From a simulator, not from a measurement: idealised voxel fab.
process module | voxel released beams
cross-section cut | 280 nm wide | cells 5 nm
A cross-section is a grid of square cells, given in bands from the top down. A band is one or more rows of cells.
Each band's line starts with the height of the band's top and of its bottom, in nm. Then come its materials from left to right, each with its width in nm. One material with "throughout" fills the band from edge to edge. "air" is empty space.
Height 0 is the level under which the wafer as received is all one material. The lowest band goes on downwards, as in "0 down".
A width such as "30 to 40" changes by the same amount from each row of cells to the next, from the band's top row to its bottom row.
"no change" after a step means that no cell of the cross-section changed.
closed voids: empty space of 8 cells or more with no open way to the top, each as width x height at its distance from the left edge, in nm
after a step's settings: what the simulator itself notes on the step
overlay nm, on a step with a mask: how far to the right of its planned place the mask lay; to the left if negative
plan
1 op RECEIVE | material Si
2 op CONFORMAL_DEP | material Al2O3 | thk nm 10
3 op DIRECTIONAL_DEP | material SiO2 | thk nm 15
4 op MASKED_ETCH | tone open | mask id ANCHOR | width nm 25 | etch materials SiO2 | depth nm 15 | overlay nm 0
5 op CONFORMAL_DEP | material W | thk nm 10
6 op DIRECTIONAL_DEP | material aC | thk nm 15
7 op PATTERN | tone cover | mask id BEAM | material resist | width nm 105 | thk nm 35 | overlay nm 0
8 op DIRECTIONAL_ETCH | etch materials aC | depth nm 15
9 op STRIP | etch materials resist
10 op DIRECTIONAL_ETCH | etch materials W | depth nm 10
11 op STRIP | etch materials aC
12 op STRIP | etch materials SiO2
first wafer, as planned
as received, after step 1
  0 down: Si throughout
  closed voids: none
after step 2
  10 to 0: Al2O3 throughout
  below 0: unchanged
after step 3
  25 to 10: SiO2 throughout
  below 10: unchanged
after step 4
  25 to 10: SiO2 90 | air 25 | SiO2 165
  below 10: unchanged
after step 5
  35 to 25: W 100 | air 5 | W 175
  25 to 20: SiO2 90 | W 10 | air 5 | W 10 | SiO2 165
  20 to 10: SiO2 90 | W 25 | SiO2 165
  below 10: unchanged
after step 6
  50 to 35: aC 100 | air 5 | aC 175
  35 to 25: W 100 | aC 5 | W 175
  25 to 20: SiO2 90 | W 10 | aC 5 | W 10 | SiO2 165
  below 20: unchanged
after step 7
  85 to 50: air 85 | resist 105 | air 90
  50 to 35: aC 100 | resist 5 | aC 175
  below 35: unchanged
after step 8
  70 to 50: air 85 | resist 105 | air 90
  50 to 35: air 85 | aC 15 | resist 5 | aC 85 | air 90
  below 35: unchanged
after step 9
  50 to 35: air 85 | aC 15 | air 5 | aC 85 | air 90
  below 35: unchanged
after step 10
  50 to 35: air 85 | aC 15 | air 5 | aC 85 | air 90
  35 to 25: air 85 | W 15 | aC 5 | W 85 | air 90
  below 25: unchanged
after step 11
  35 to 25: air 85 | W 15 | air 5 | W 85 | air 90
  25 to 20: SiO2 90 | W 10 | air 5 | W 10 | SiO2 165
  below 20: unchanged
after step 12
  35 to 25: air 85 | W 15 | air 5 | W 85 | air 90
  25 to 20: air 90 | W 10 | air 5 | W 10 | air 165
  20 to 10: air 90 | W 25 | air 165
  below 10: unchanged
second wafer: like start, like plan, one mistake. Through step 9 it matches the first wafer
when step 10 should have ended
  50 to 35: air 85 | aC 15 | air 5 | aC 85 | air 90
  35 to 25: air 85 | W 15 | aC 5 | W 85 | air 90
  below 25: unchanged
when step 11 should have ended
  35 to 25: air 85 | W 15 | air 5 | W 85 | air 90
  25 to 20: SiO2 90 | W 10 | air 5 | W 10 | SiO2 165
  below 20: unchanged
when step 12 should have ended
  35 to 25: air 85 | W 15 | air 5 | W 85 | air 90
  25 to 20: air 90 | W 10 | air 5 | W 10 | air 165
  20 to 10: air 90 | W 25 | air 165
  below 10: unchanged
what went wrong: step 10 was run twice
at the end the two cross-sections are the same: no effect in what this model computes
